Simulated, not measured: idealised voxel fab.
This section sets out a process module, namely voxel capacitor over wiring.
Square cells of 5 nm make up the cross-section cut, whose width is 235 nm.
A cross-section is a grid of square cells, given in bands from the top down. A band is one or more rows of cells.
Heads up on the band format: heights come first, top then bottom, in nm. After that it's the materials left to right, each with its width in nm. A single material flagged "all across" fills the whole band edge to edge, and "blank" means there's empty space there.
Zero point of the height axis is 0; under it, received wafer = one material. Lowest band: continues down indefinitely, "top 0, no bottom".
The expression "30 to 40" gives the width at the extremes of the band, the first number at its top row of cells and the second at its bottom row, with the width changing by equal amounts from each row to the next in between.
Where the words "no alterations made" appear for a step, the cross-section shows no cell changed by that step; every cell remained as before.
"Enclosed voids" contains a list of empty spaces, each no smaller than 8 cells and without an open way to the top, written in the form width x height at distance with the distance from the left edge and all three in nm.
Past the settings on a step's line: simulator remark, on that step.
On any step carrying a mask, the "overlay nm" setting, if present on the step's line, tells how far right of its planned place the mask lay; negative values point to the left.

Process steps (planned)
1,RECEIVE | material Si
2,CONFORMAL_DEP | material SiO2 | thk nm 10
3,CONFORMAL_DEP | material SiCN | thk nm 5
4,DIRECTIONAL_DEP | material SiO2 | thk nm 15
5,PATTERN | tone open | mask id METAL_1 | material resist | width nm 30 | pitch nm 100 | thk nm 20 | overlay nm 0
6,DIRECTIONAL_ETCH | etch materials SiO2 | depth nm 15
7,DIRECTIONAL_ETCH | etch materials SiCN | depth nm 5
8,STRIP | etch materials resist
9,CONFORMAL_DEP | material TiN | thk nm 5
10,FILL_DEP | material Cu | thk nm 5
11,CMP | height nm 30
12,CONFORMAL_DEP | material SiCN | thk nm 5
13,DIRECTIONAL_DEP | material lowk | thk nm 15
14,MASKED_ETCH | tone open | mask id PLUG_1 | width nm 15 | etch materials lowk | depth nm 15 | overlay nm 0
15,MASKED_ETCH | tone open | mask id PLUG_1 | width nm 15 | etch materials SiCN | depth nm 5 | overlay nm 0
16,EPI | material Ru | thk nm 10
17,EPI | material Ru | thk nm 10
18,DIRECTIONAL_DEP | material TiN | thk nm 5
19,DIRECTIONAL_DEP | material Al2O3 | thk nm 5
20,DIRECTIONAL_DEP | material TiN | thk nm 5
21,MASKED_ETCH | tone cover | mask id UPPER_PLATE | width nm 75 | etch materials TiN | depth nm 5 | overlay nm 0
22,MASKED_ETCH | tone cover | mask id UPPER_PLATE | width nm 75 | etch materials Al2O3 | depth nm 5 | overlay nm 0
23,PATTERN | tone cover | mask id LOWER_PLATE | material resist | width nm 85 | thk nm 15 | overlay nm 0
24,DIRECTIONAL_ETCH | etch materials TiN | depth nm 5
25,STRIP | etch materials resist
26,FILL_DEP | material SiO2 | thk nm 15
27,CMP | height nm 75
28,DIRECTIONAL_DEP | material aC | thk nm 10
29,PATTERN | tone open | mask id PLUG_2 | material resist | width nm 15 | thk nm 30 | overlay nm 0
30,DIRECTIONAL_ETCH | etch materials aC | depth nm 5
31,STRIP | etch materials resist
32,DIRECTIONAL_ETCH | etch materials SiO2 | depth nm 10
33,STRIP | etch materials aC
34,CONFORMAL_DEP | material TiN | thk nm 5
35,FILL_DEP | material Cu | thk nm 10
36,CMP | height nm 75
37,CONFORMAL_DEP | material SiCN | thk nm 5
Every wafer here starts from the same state; it is the step 30 depth nm that distinguishes them, and the value the plan gives belongs to the first wafer.

This is how the first of several wafers looked in cross-section when it arrived, which is after step 1
  top 0, no bottom  Si all across
  Enclosed voids: none

Note: the following table is arranged by wafer, a row apiece. Each row reports the end-of-module state: per material, cells gained (+) or cells lost (-) compared with the wafer as received; closed voids follow
depth nm 5, +15 Al2O3, +24 Cu, +12 Ru, +126 SiCN, +387 SiO2, +56 TiN, +132 lowk, Enclosed voids: none
depth nm 10, +15 Al2O3, +25 Cu, +12 Ru, +126 SiCN, +381 SiO2, +61 TiN, +132 lowk, Enclosed voids: none
depth nm 15, +15 Al2O3, +25 Cu, +12 Ru, +126 SiCN, +381 SiO2, +61 TiN, +132 lowk, Enclosed voids: none
depth nm 20, +15 Al2O3, +25 Cu, +12 Ru, +126 SiCN, +381 SiO2, +61 TiN, +132 lowk, Enclosed voids: none
depth nm 25, +15 Al2O3, +25 Cu, +12 Ru, +126 SiCN, +381 SiO2, +61 TiN, +132 lowk, Enclosed voids: none
